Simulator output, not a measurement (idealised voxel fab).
process module | voxel local oxidation
cross-section cut | 145 nm wide | cells 5 nm
A cross-section is a grid of square cells, given in bands from the top down. A band is one or more rows of cells.
Each band's line starts with the height of the band's top and of its bottom, in nm. Then come its materials from left to right, each with its width in nm. One material with "throughout" fills the band from edge to edge. "air" is empty space.
Height 0 is the level under which the wafer as received is all one material. The lowest band goes on downwards, as in "0 down".
A width such as "30 to 40" changes by the same amount from each row of cells to the next, from the band's top row to its bottom row.
"no change" after a step means that no cell of the cross-section changed.
closed voids: empty space of 8 cells or more with no open way to the top, each as width x height at its distance from the left edge, in nm
after a step's settings: what the simulator itself notes on the step
overlay nm, on a step with a mask: how far to the right of its planned place the mask lay; to the left if negative
Each pair below shows a cross-section before one step and the cross-section after it, down to the lowest band that changed. The line under each pair gives the step between them, with its settings. The pairs can come from different runs of this module on the same starting wafer, so a pair continues from the pair above only where its "before" says so.
before
  0 down: Si throughout
  closed voids: none
after
  5 to 0: SiO2 throughout
  below 0: unchanged
  closed voids: none
the step between: op CONFORMAL_DEP | material SiO2 | thk nm 5
before: the cross-section after the pair above
after
  15 to 5: SiN throughout
  below 5: unchanged
  closed voids: none
the step between: op CONFORMAL_DEP | material SiN | thk nm 10
before: the cross-section after the pair above
after
  35 to 15: air 20 | resist 100 | air 25
  below 15: unchanged
  closed voids: none
the step between: op PATTERN | tone cover | mask id ACTIVE | material resist | width nm 100 | thk nm 20 | overlay nm 0
before: the cross-section after the pair above
after
  35 to 15: air 20 | resist 100 | air 25
  15 to 5: air 20 | SiN 100 | air 25
  below 5: unchanged
  closed voids: none
the step between: op DIRECTIONAL_ETCH | etch materials SiN | depth nm 10
before: the cross-section after the pair above
after
  15 to 5: air 20 | SiN 100 | air 25
  below 5: unchanged
  closed voids: none
the step between: op STRIP | etch materials resist
before: the cross-section after the pair above
after
  15 to 5: air 20 | SiN 100 | air 25
  5 to 0: air 25 | SiO2 90 | air 30
  below 0: unchanged
  closed voids: none
the step between: op SELECTIVE_ETCH | etch materials SiO2 | depth nm 5
before: the cross-section after the pair above
after
  15 to 5: air 20 | SiN 100 | air 25
  5 to 0: air 25 | SiO2 90 | air 30
  0 to -15: SiO2 40 | Si 60 | SiO2 45
  below -15: unchanged
  closed voids: none
the step between: op OXIDIZE | depth nm 15
before: the cross-section after the pair above
after
  5 to 0: air 25 | SiO2 90 | air 30
  below 0: unchanged
  closed voids: none
the step between: op STRIP | etch materials SiN
before
  15 to 5: air 20 | SiN 100 | air 25
  5 to 0: air 25 | SiO2 90 | air 30
  0 down: Si throughout
  closed voids: none
after
  5 to 0: air 25 | SiO2 90 | air 30
  below 0: unchanged
  closed voids: none
the step between: op STRIP | etch materials SiN
before: the cross-section after the pair above
after
  5 to 0: air 25 | SiO2 90 | air 30
  0 to -15: SiO2 40 | Si 60 | SiO2 45
  below -15: unchanged
  closed voids: none
the step between: op OXIDIZE | depth nm 15
before
  15 to 5: air 20 | SiN 100 | air 25
  5 to 0: SiO2 throughout
  0 down: Si throughout
  closed voids: none
after
  15 to 5: air 20 | SiN 100 | air 25
  5 to 0: air 35 | SiO2 70 | air 40
  below 0: unchanged
  closed voids: none
the step between: op SELECTIVE_ETCH | etch materials SiO2 | depth nm 15
before: the cross-section after the pair above
after
  15 to 5: air 20 | SiN 100 | air 25
  5 to 0: air 35 | SiO2 70 | air 40
  0 to -15: SiO2 50 | Si 40 | SiO2 55
  below -15: unchanged
  closed voids: none
the step between: op OXIDIZE | depth nm 15
before: the cross-section after the pair above
after
  5 to 0: air 35 | SiO2 70 | air 40
  below 0: unchanged
  closed voids: none
the step between: op STRIP | etch materials SiN
before
  15 to 5: SiN throughout
  5 to 0: SiO2 throughout
  0 down: Si throughout
  closed voids: none
after
  35 to 15: air 15 | resist 110 | air 20
  below 15: unchanged
  closed voids: none
the step between: op PATTERN | tone cover | mask id ACTIVE | material resist | width nm 110 | thk nm 20 | overlay nm 0
before: the cross-section after the pair above
after
  35 to 15: air 15 | resist 110 | air 20
  15 to 5: air 15 | SiN 110 | air 20
  below 5: unchanged
  closed voids: none
the step between: op DIRECTIONAL_ETCH | etch materials SiN | depth nm 10
before: the cross-section after the pair above
after
  15 to 5: air 15 | SiN 110 | air 20
  below 5: unchanged
  closed voids: none
the step between: op STRIP | etch materials resist
before: the cross-section after the pair above
after
  15 to 5: air 15 | SiN 110 | air 20
  5 to 0: air 20 | SiO2 100 | air 25
  below 0: unchanged
  closed voids: none
the step between: op SELECTIVE_ETCH | etch materials SiO2 | depth nm 5
before: the cross-section after the pair above
after
  15 to 5: air 15 | SiN 110 | air 20
  5 to 0: air 20 | SiO2 100 | air 25
  0 to -15: SiO2 35 | Si 70 | SiO2 40
  below -15: unchanged
  closed voids: none
the step between: op OXIDIZE | depth nm 15
before: the cross-section after the pair above
after
  5 to 0: air 20 | SiO2 100 | air 25
  below 0: unchanged
  closed voids: none
the step between: op STRIP | etch materials SiN
before
  15 to 5: SiN throughout
  5 to 0: SiO2 throughout
  0 down: Si throughout
  closed voids: none
after
  35 to 15: air 30 | resist 100 | air 15
  below 15: unchanged
  closed voids: none
the step between: op PATTERN | tone cover | mask id ACTIVE | material resist | width nm 100 | thk nm 20 | overlay nm 10
before: the cross-section after the pair above
after
  35 to 15: air 30 | resist 100 | air 15
  15 to 5: air 30 | SiN 100 | air 15
  below 5: unchanged
  closed voids: none
the step between: op DIRECTIONAL_ETCH | etch materials SiN | depth nm 10
before: the cross-section after the pair above
after
  15 to 5: air 30 | SiN 100 | air 15
  below 5: unchanged
  closed voids: none
the step between: op STRIP | etch materials resist
before: the cross-section after the pair above
after
  15 to 5: air 30 | SiN 100 | air 15
  5 to 0: air 35 | SiO2 90 | air 20
  below 0: unchanged
  closed voids: none
the step between: op SELECTIVE_ETCH | etch materials SiO2 | depth nm 5
before: the cross-section after the pair above
after
  15 to 5: air 30 | SiN 100 | air 15
  5 to 0: air 35 | SiO2 90 | air 20
  0 to -15: SiO2 50 | Si 60 | SiO2 35
  below -15: unchanged
  closed voids: none
the step between: op OXIDIZE | depth nm 15
before: the cross-section after the pair above
after
  5 to 0: air 35 | SiO2 90 | air 20
  below 0: unchanged
  closed voids: none
the step between: op STRIP | etch materials SiN
before
  15 to 5: air 20 | SiN 100 | air 25
  5 to 0: air 25 | SiO2 90 | air 30
  0 to -15: SiO2 40 | Si 60 | SiO2 45
  -15 down: Si throughout
  closed voids: none
after
  0 to -15: air 40 | Si 60 | air 45
  below -15: unchanged
  closed voids: none
the step between: op STRIP | etch materials SiO2
before
  15 to 5: SiN throughout
  5 to 0: SiO2 throughout
  0 down: Si throughout
  closed voids: none
after
  35 to 15: resist 20 | air 100 | resist 25
  below 15: unchanged
  closed voids: none
the step between: op PATTERN | tone open | mask id ACTIVE | material resist | width nm 100 | thk nm 20 | overlay nm 0
before: the cross-section after the pair above
after
  35 to 15: resist 20 | air 100 | resist 25
  15 to 5: SiN 20 | air 100 | SiN 25
  below 5: unchanged
  closed voids: none
the step between: op DIRECTIONAL_ETCH | etch materials SiN | depth nm 10
before: the cross-section after the pair above
after
  15 to 5: SiN 20 | air 100 | SiN 25
  below 5: unchanged
  closed voids: none
the step between: op STRIP | etch materials resist
before: the cross-section after the pair above
after
  15 to 5: SiN 20 | air 100 | SiN 25
  5 to 0: SiO2 15 | air 110 | SiO2 20
  below 0: unchanged
  closed voids: none
the step between: op SELECTIVE_ETCH | etch materials SiO2 | depth nm 5
before: the cross-section after the pair above
after
  15 to 5: SiN 20 | air 100 | SiN 25
  5 to 0: SiO2 15 | air 110 | SiO2 20
  0 to -15: SiO2 140 | Si 5
  below -15: unchanged
  closed voids: none
the step between: op OXIDIZE | depth nm 15
before: the cross-section after the pair above
after
  5 to 0: SiO2 15 | air 110 | SiO2 20
  below 0: unchanged
  closed voids: none
the step between: op STRIP | etch materials SiN
